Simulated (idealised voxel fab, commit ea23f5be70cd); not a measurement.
Process module name: voxel spacer lines
It is cross-section cut that appears here, measuring 300 nm in width, its square cells being 5 nm in size.
A cross-section is a grid of square cells, given in bands from the top down. A band is one or more rows of cells.
Each band's line starts with the height of the band's top and of its bottom, in nm. Then come its materials from left to right, each with its width in nm. One material with "everywhere" fills the band from edge to edge. "empty" is empty space.
Zero point of the height axis is 0; under it, received wafer = one material. Lowest band: continues down indefinitely, "0..down".
It should be noted that a width expressed as "30 to 40" varies in equal increments from row to row of cells within the band, taking the value of the first number at the top row and that of the second number at the bottom row.
Basically "nothing changed" means that step didn't change any cell in the cross-section.
Reported under the label "Listed closed voids" are the empty spaces having no open way to the top and comprising 8 cells or more; the notation for each is width x height at distance, in which the distance is measured from the left edge and all three values are in nm.
That trailing text on a step's line, after the settings, is the simulator's own remark on the step.
Each step line may optionally specify "overlay nm", which for a step with a mask gives the rightward distance between the mask's planned place and where it lay, a negative value indicating the leftward direction.
### Process steps (planned)
1. op RECEIVE | material Si
2. op CONFORMAL_DEP | material Al2O3 | thk nm 10
3. op DIRECTIONAL_DEP | material TiN | thk nm 15
4. op DIRECTIONAL_DEP | material aC | thk nm 30
5. op PATTERN | tone cover | mask id MANDREL | material resist | width nm 20 | pitch nm 60 | thk nm 35 | overlay nm 0
6. op DIRECTIONAL_ETCH | etch materials aC | depth nm 30
7. op STRIP | etch materials resist
8. op CONFORMAL_DEP | material SiO2 | thk nm 10
9. op DIRECTIONAL_ETCH | etch materials SiO2 | depth nm 10
10. op STRIP | etch materials aC
11. op DIRECTIONAL_ETCH | etch materials TiN | depth nm 15
12. op STRIP | etch materials SiO2
### What follows covers the first of two wafers; it ran as planned
### Cross-section of the wafer at receipt, which is the condition after step 1
> 0..down = Si everywhere
> Listed closed voids: none
### after step 2
> 10..0 = Al2O3 everywhere
> Nothing below the height 0 has changed.
### after step 3
> 25..10 = TiN everywhere
> Nothing below the height 10 has changed.
### after step 4
> 55..25 = aC everywhere
> Nothing below the height 25 has changed.
### after step 5
> 90..55 = 80 of empty, then 20 of resist, then 40 of empty, then 20 of resist, then 40 of empty, then 20 of resist, then 80 of empty
> Nothing below the height 55 has changed.
### after step 6
> 60..55 = 80 of empty, then 20 of resist, then 40 of empty, then 20 of resist, then 40 of empty, then 20 of resist, then 80 of empty
> 55..25 = 80 of empty, then 20 of aC, then 40 of empty, then 20 of aC, then 40 of empty, then 20 of aC, then 80 of empty
> Nothing below the height 25 has changed.
### after step 7
> 55..25 = 80 of empty, then 20 of aC, then 40 of empty, then 20 of aC, then 40 of empty, then 20 of aC, then 80 of empty
> Nothing below the height 25 has changed.
### after step 8
> 65..55 = 70 of empty, then 40 of SiO2, then 20 of empty, then 40 of SiO2, then 20 of empty, then 40 of SiO2, then 70 of empty
> 55..35 = 70 of empty, then 10 of SiO2, then 20 of aC, then 10 of SiO2, then 20 of empty, then 10 of SiO2, then 20 of aC, then 10 of SiO2, then 20 of empty, then 10 of SiO2, then 20 of aC, then 10 of SiO2, then 70 of empty
> 35..25 = 80 of SiO2, then 20 of aC, then 40 of SiO2, then 20 of aC, then 40 of SiO2, then 20 of aC, then 80 of SiO2
> Nothing below the height 25 has changed.
### after step 9
> 55..25 = 70 of empty, then 10 of SiO2, then 20 of aC, then 10 of SiO2, then 20 of empty, then 10 of SiO2, then 20 of aC, then 10 of SiO2, then 20 of empty, then 10 of SiO2, then 20 of aC, then 10 of SiO2, then 70 of empty
> Nothing below the height 25 has changed.
### after step 10
> 55..25 = 70 of empty, then 10 of SiO2, then 20 of empty, then 10 of SiO2, then 20 of empty, then 10 of SiO2, then 20 of empty, then 10 of SiO2, then 20 of empty, then 10 of SiO2, then 20 of empty, then 10 of SiO2, then 70 of empty
> Nothing below the height 25 has changed.
### after step 11
> 55..25 = 70 of empty, then 10 of SiO2, then 20 of empty, then 10 of SiO2, then 20 of empty, then 10 of SiO2, then 20 of empty, then 10 of SiO2, then 20 of empty, then 10 of SiO2, then 20 of empty, then 10 of SiO2, then 70 of empty
> 25..10 = 70 of empty, then 10 of TiN, then 20 of empty, then 10 of TiN, then 20 of empty, then 10 of TiN, then 20 of empty, then 10 of TiN, then 20 of empty, then 10 of TiN, then 20 of empty, then 10 of TiN, then 70 of empty
> Nothing below the height 10 has changed.
### after step 12
> 25..10 = 70 of empty, then 10 of TiN, then 20 of empty, then 10 of TiN, then 20 of empty, then 10 of TiN, then 20 of empty, then 10 of TiN, then 20 of empty, then 10 of TiN, then 20 of empty, then 10 of TiN, then 70 of empty
> Nothing below the height 10 has changed.
### Wafer two. Same start, same plan, one slip in execution. Same as wafer one through step 1, inclusive
The second wafer cut through, at the time step 2 was supposed to be finished: nothing changed
### The second wafer cut through, at the time step 3 was supposed to be finished
> 15..0 = TiN everywhere
> Nothing below the height 0 has changed.
### The second wafer cut through, at the time step 4 was supposed to be finished
> 45..15 = aC everywhere
> Nothing below the height 15 has changed.
### The second wafer cut through, at the time step 5 was supposed to be finished
> 80..45 = 80 of empty, then 20 of resist, then 40 of empty, then 20 of resist, then 40 of empty, then 20 of resist, then 80 of empty
> Nothing below the height 45 has changed.
### The second wafer cut through, at the time step 6 was supposed to be finished
> 50..45 = 80 of empty, then 20 of resist, then 40 of empty, then 20 of resist, then 40 of empty, then 20 of resist, then 80 of empty
> 45..15 = 80 of empty, then 20 of aC, then 40 of empty, then 20 of aC, then 40 of empty, then 20 of aC, then 80 of empty
> Nothing below the height 15 has changed.
### The second wafer cut through, at the time step 7 was supposed to be finished
> 45..15 = 80 of empty, then 20 of aC, then 40 of empty, then 20 of aC, then 40 of empty, then 20 of aC, then 80 of empty
> Nothing below the height 15 has changed.
### The second wafer cut through, at the time step 8 was supposed to be finished
> 55..45 = 70 of empty, then 40 of SiO2, then 20 of empty, then 40 of SiO2, then 20 of empty, then 40 of SiO2, then 70 of empty
> 45..25 = 70 of empty, then 10 of SiO2, then 20 of aC, then 10 of SiO2, then 20 of empty, then 10 of SiO2, then 20 of aC, then 10 of SiO2, then 20 of empty, then 10 of SiO2, then 20 of aC, then 10 of SiO2, then 70 of empty
> 25..15 = 80 of SiO2, then 20 of aC, then 40 of SiO2, then 20 of aC, then 40 of SiO2, then 20 of aC, then 80 of SiO2
> Nothing below the height 15 has changed.
### The second wafer cut through, at the time step 9 was supposed to be finished
> 45..15 = 70 of empty, then 10 of SiO2, then 20 of aC, then 10 of SiO2, then 20 of empty, then 10 of SiO2, then 20 of aC, then 10 of SiO2, then 20 of empty, then 10 of SiO2, then 20 of aC, then 10 of SiO2, then 70 of empty
> Nothing below the height 15 has changed.
### The second wafer cut through, at the time step 10 was supposed to be finished
> 45..15 = 70 of empty, then 10 of SiO2, then 20 of empty, then 10 of SiO2, then 20 of empty, then 10 of SiO2, then 20 of empty, then 10 of SiO2, then 20 of empty, then 10 of SiO2, then 20 of empty, then 10 of SiO2, then 70 of empty
> Nothing below the height 15 has changed.
### The second wafer cut through, at the time step 11 was supposed to be finished
> 45..15 = 70 of empty, then 10 of SiO2, then 20 of empty, then 10 of SiO2, then 20 of empty, then 10 of SiO2, then 20 of empty, then 10 of SiO2, then 20 of empty, then 10 of SiO2, then 20 of empty, then 10 of SiO2, then 70 of empty
> 15..0 = 70 of empty, then 10 of TiN, then 20 of empty, then 10 of TiN, then 20 of empty, then 10 of TiN, then 20 of empty, then 10 of TiN, then 20 of empty, then 10 of TiN, then 20 of empty, then 10 of TiN, then 70 of empty
> Nothing below the height 0 has changed.
### The second wafer cut through, at the time step 12 was supposed to be finished
> 15..0 = 70 of empty, then 10 of TiN, then 20 of empty, then 10 of TiN, then 20 of empty, then 10 of TiN, then 20 of empty, then 10 of TiN, then 20 of empty, then 10 of TiN, then 20 of empty, then 10 of TiN, then 70 of empty
> Nothing below the height 0 has changed.
What was the processing mistake? with respect to the plan, step 2 was omitted and not executed
Counted in cells at the end, the second wafer holds more or fewer of these materials than the first: Al2O3 -120
